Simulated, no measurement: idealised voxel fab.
Name of the process module below: voxel capacitor over wiring
FYI the section here is cut, 270 nm wide, cells are 5 nm squares.
Throughout this document, each cross-section is represented as a grid of square cells and is presented as a sequence of bands enumerated from the top downward, where a band comprises one or more rows of cells.
What a band's entry tells you: where the top is and where the bottom is, as heights in nm, and after that what lies inside, material by material from left to right, each with its width in nm. Empty space is written as the word "blank", and a single material marked with the word "edge to edge" occupies the band from edge to edge.
Where do heights start? At 0: under that level the wafer as delivered is made of one material only. And the lowest band has no floor; it just carries on downward, as in "0 down".
It should be noted that a width expressed as "30->40" varies in equal increments from row to row of cells within the band, taking the value of the first number at the top row and that of the second number at the bottom row.
No cell of the cross-section changed in a step that is given as "everything unchanged".
"Voids, sealed" contains a list of empty spaces, each no smaller than 8 cells and without an open way to the top, written in the form width x height at distance with the distance from the left edge and all three in nm.
Post-settings text on a step line: simulator's own remark regarding the step.
A step's line can hold "overlay nm"; with a mask on that step, the setting says how far right of the planned place the mask lay, while a negative setting says it lay to the left.
INTENDED PROCESS STEPS
1,RECEIVE: material Si
2,CONFORMAL_DEP: material SiO2, thk nm 15
3,CONFORMAL_DEP: material SiCN, thk nm 5
4,DIRECTIONAL_DEP: material lowk, thk nm 25
5,MASKED_ETCH: tone open, mask id METAL_1, width nm 20, pitch nm 90, etch materials lowk, depth nm 25, overlay nm 0
6,MASKED_ETCH: tone open, mask id METAL_1, width nm 20, pitch nm 90, etch materials SiCN, depth nm 5, overlay nm 0
7,CONFORMAL_DEP: material TiN, thk nm 5
8,FILL_DEP: material W, thk nm 5
9,CMP: height nm 45
10,CONFORMAL_DEP: material SiCN, thk nm 5
11,DIRECTIONAL_DEP: material lowk, thk nm 20
12,MASKED_ETCH: tone open, mask id PLUG_1, width nm 15, etch materials lowk, depth nm 20, overlay nm 0
13,MASKED_ETCH: tone open, mask id PLUG_1, width nm 15, etch materials SiCN, depth nm 5, overlay nm 0
14,CONFORMAL_DEP: material TiN, thk nm 5
15,FILL_DEP: material Ru, thk nm 5
16,CMP: height nm 70
17,DIRECTIONAL_DEP: material TiN, thk nm 10
18,DIRECTIONAL_DEP: material HfO2, thk nm 5
19,DIRECTIONAL_DEP: material TiN, thk nm 10
20,MASKED_ETCH: tone cover, mask id UPPER_PLATE, width nm 75, etch materials TiN, depth nm 10, overlay nm 0
21,MASKED_ETCH: tone cover, mask id UPPER_PLATE, width nm 75, etch materials HfO2, depth nm 5, overlay nm 0
22,PATTERN: tone cover, mask id LOWER_PLATE, material resist, width nm 85, thk nm 15, overlay nm 0
23,DIRECTIONAL_ETCH: etch materials TiN, depth nm 10
24,STRIP: etch materials resist
25,FILL_DEP: material SiO2, thk nm 15
26,CMP: height nm 105
27,DIRECTIONAL_DEP: material aC, thk nm 10
28,PATTERN: tone open, mask id PLUG_2, material resist, width nm 15, thk nm 30, overlay nm 0
29,DIRECTIONAL_ETCH: etch materials aC, depth nm 10
30,STRIP: etch materials resist
31,DIRECTIONAL_ETCH: etch materials SiO2, depth nm 10
32,STRIP: etch materials aC
33,CONFORMAL_DEP: material TiN, thk nm 5
34,FILL_DEP: material Ru, thk nm 5
35,CMP: height nm 105
36,CONFORMAL_DEP: material SiN, thk nm 5
WAFER AT RECEIPT (POST STEP 1), CROSS-SECTION
- 0 down = Si edge to edge
- Voids, sealed: none
END-OF-MODULE CROSS-SECTION OF THE FIRST OF TWO WAFERS, PROCESSED AS PLANNED
- 110 to 105 = SiN edge to edge
- 105 to 100 = SiO2 (95); TiN (5); Ru (5); TiN (5); SiO2 (160)
- 100 to 95 = SiO2 (95); TiN (15); SiO2 (160)
- 95 to 85 = SiO2 (85); TiN (75); SiO2 (110)
- 85 to 80 = SiO2 (85); HfO2 (75); SiO2 (110)
- 80 to 70 = SiO2 (80); TiN (85); SiO2 (105)
- 70 to 50 = lowk (85); TiN (5); Ru (5); TiN (5); lowk (170)
- 50 to 45 = SiCN (85); TiN (15); SiCN (170)
- 45 to 20 = lowk (80); TiN (5); W (10); TiN (5); lowk (70); TiN (5); W (10); TiN (5); lowk (80)
- 20 to 15 = SiCN (80); TiN (20); SiCN (70); TiN (20); SiCN (80)
- 15 to 0 = SiO2 edge to edge
- 0 down = Si edge to edge
- Voids, sealed: none
MODULE END: CROSS-SECTION OF WAFER TWO OF TWO. SAME START AND PROCESS PLAN AS THE FIRST WAFER. ONE MISTAKE DURING EXECUTION
- 105 to 100 = SiN edge to edge
- 100 to 95 = SiO2 (95); TiN (15); SiO2 (160)
- 95 to 85 = SiO2 (85); TiN (75); SiO2 (110)
- 85 to 80 = SiO2 (85); HfO2 (75); SiO2 (110)
- 80 to 70 = SiO2 (80); TiN (85); SiO2 (105)
- 70 to 50 = lowk (85); TiN (5); Ru (5); TiN (5); lowk (170)
- 50 to 45 = SiCN (85); TiN (15); SiCN (170)
- 45 to 20 = lowk (80); TiN (5); W (10); TiN (5); lowk (70); TiN (5); W (10); TiN (5); lowk (80)
- 20 to 15 = SiCN (80); TiN (20); SiCN (70); TiN (20); SiCN (80)
- 15 to 0 = SiO2 edge to edge
- 0 down = Si edge to edge
- Voids, sealed: none
What was the processing mistake? step 35 was run on a setting that differed from the plan, and what really ran there is CMP: height nm 100
The closing comparison, in cells, has the second wafer with more or fewer of some materials than the first: Ru: 1 fewer; SiO2: 51 fewer; TiN: 2 fewer
